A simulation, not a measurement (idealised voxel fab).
The following process module bears the name voxel wiring stack.
Pictured: cross-section cut, 205 nm wide, on a grid of 5 nm square cells.
How to read a cross-section here: the picture is a grid of square cells, written as bands going from the top down, and any band can span one or more rows of cells. In this notation a band is specified by the heights of its top and bottom, in that order and in nm, after which its materials appear from left to right, each paired with its width in nm. The word "throughout" attached to a single material means that material fills the band from edge to edge; the word "blank" stands for empty space. Note: height 0 marks the level under which the wafer is uniformly one material as received. Lowest band unbounded below, written "z 0 and below". The two numbers in a width such as "30 to 40" mark its ends across the band: the first belongs to the top row of cells, the second to the bottom row, and from each row to the next the width moves by the same amount. "nothing got changed" (step): cross-section cells unchanged, all of them. "closed voids" means: voids of 8 cells or more that are shut off from the top with no open way through. Written width x height at distance, distance from the left edge, in nm. That trailing text on a step's line, after the settings, is the simulator's own remark on the step. Each step line may optionally specify "overlay nm", which for a step with a mask gives the rightward distance between the mask's planned place and where it lay, a negative value indicating the leftward direction.
-- Steps in the process plan
step 1: RECEIVE | material Si
step 2: CONFORMAL_DEP | material SiO2 | thk nm 10
step 3: CONFORMAL_DEP | material SiCN | thk nm 5
step 4: DIRECTIONAL_DEP | material lowk | thk nm 25
step 5: DIRECTIONAL_DEP | material aC | thk nm 15
step 6: PATTERN | tone open | mask id METAL_1 | material resist | width nm 20 | pitch nm 45 | thk nm 35 | overlay nm 0
step 7: DIRECTIONAL_ETCH | etch materials aC | depth nm 15
step 8: STRIP | etch materials resist
step 9: DIRECTIONAL_ETCH | etch materials lowk | depth nm 25
step 10: DIRECTIONAL_ETCH | etch materials SiCN | depth nm 5
step 11: STRIP | etch materials aC
step 12: CONFORMAL_DEP | material TiN | thk nm 5
step 13: FILL_DEP | material Ru | thk nm 5
step 14: CMP | height nm 40
step 15: CONFORMAL_DEP | material SiCN | thk nm 5
step 16: DIRECTIONAL_DEP | material lowk | thk nm 15
step 17: DIRECTIONAL_DEP | material aC | thk nm 10
step 18: PATTERN | tone open | mask id PLUG_1 | material resist | width nm 15 | thk nm 25 | overlay nm -15
step 19: DIRECTIONAL_ETCH | etch materials aC | depth nm 10
step 20: STRIP | etch materials resist
step 21: DIRECTIONAL_ETCH | etch materials lowk | depth nm 15
step 22: DIRECTIONAL_ETCH | etch materials SiCN | depth nm 5
step 23: STRIP | etch materials aC
step 24: CONFORMAL_DEP | material TiN | thk nm 5
step 25: FILL_DEP | material Ru | thk nm 10
step 26: CMP | height nm 60
step 27: DIRECTIONAL_DEP | material TiN | thk nm 5
step 28: DIRECTIONAL_DEP | material Ru | thk nm 20
step 29: DIRECTIONAL_DEP | material aC | thk nm 10
step 30: PATTERN | tone cover | mask id METAL_2 | material resist | width nm 20 | pitch nm 45 | thk nm 25 | overlay nm 0
step 31: DIRECTIONAL_ETCH | etch materials aC | depth nm 10
step 32: STRIP | etch materials resist
step 33: DIRECTIONAL_ETCH | etch materials Ru | depth nm 20
step 34: DIRECTIONAL_ETCH | etch materials TiN | depth nm 5
step 35: STRIP | etch materials aC
step 36: CONFORMAL_DEP | material SiCN | thk nm 5
step 37: FILL_DEP | material lowk | thk nm 5
step 38: CMP | height nm 85
step 39: CONFORMAL_DEP | material SiCN | thk nm 5
step 40: DIRECTIONAL_DEP | material lowk | thk nm 10
step 41: PATTERN | tone open | mask id PLUG_2 | material resist | width nm 15 | pitch nm 45 | thk nm 15 | overlay nm 0
step 42: DIRECTIONAL_ETCH | etch materials lowk | depth nm 10
step 43: DIRECTIONAL_ETCH | etch materials SiCN | depth nm 5
step 44: STRIP | etch materials resist
step 45: CONFORMAL_DEP | material TiN | thk nm 5
step 46: FILL_DEP | material Cu | thk nm 5
step 47: CMP | height nm 100
step 48: DIRECTIONAL_DEP | material TiN | thk nm 5
step 49: DIRECTIONAL_DEP | material Ru | thk nm 15
step 50: DIRECTIONAL_DEP | material aC | thk nm 15
step 51: PATTERN | tone cover | mask id METAL_3 | material resist | width nm 20 | pitch nm 45 | thk nm 30 | overlay nm 0
step 52: DIRECTIONAL_ETCH | etch materials aC | depth nm 15
step 53: STRIP | etch materials resist
step 54: DIRECTIONAL_ETCH | etch materials Ru | depth nm 15
step 55: DIRECTIONAL_ETCH | etch materials TiN | depth nm 5
step 56: STRIP | etch materials aC
step 57: FILL_DEP | material lowk | thk nm 5
step 58: CMP | height nm 120
step 59: CONFORMAL_DEP | material SiN | thk nm 5
It is noted that the wafers described herein are identical at the outset and are distinguished by the overlay nm of step 18; the value stated in the plan corresponds to the first wafer.
-- The first of several wafers in cross-section, exactly as it reached us after step 1
  z 0 and below  Si throughout
  closed voids: none
-- Rows = wafers. At module end, each row lists per material the cells gained (+) or lost (-) since the wafer was received, then the closed voids
overlay nm -15 | +4 Cu | +79 Ru | +155 SiCN | +41 SiN | +82 SiO2 | +67 TiN | +597 lowk | closed voids: none
overlay nm -10 | +4 Cu | +79 Ru | +155 SiCN | +41 SiN | +82 SiO2 | +67 TiN | +597 lowk | closed voids: none
overlay nm -5 | +4 Cu | +79 Ru | +155 SiCN | +41 SiN | +82 SiO2 | +67 TiN | +597 lowk | closed voids: none
overlay nm 0 | +4 Cu | +79 Ru | +155 SiCN | +41 SiN | +82 SiO2 | +67 TiN | +597 lowk | closed voids: none
overlay nm 5 | +4 Cu | +79 Ru | +155 SiCN | +41 SiN | +82 SiO2 | +67 TiN | +597 lowk | closed voids: none
overlay nm 10 | +4 Cu | +79 Ru | +155 SiCN | +41 SiN | +82 SiO2 | +67 TiN | +597 lowk | closed voids: none
overlay nm 15 | +4 Cu | +79 Ru | +155 SiCN | +41 SiN | +82 SiO2 | +67 TiN | +597 lowk | closed voids: none
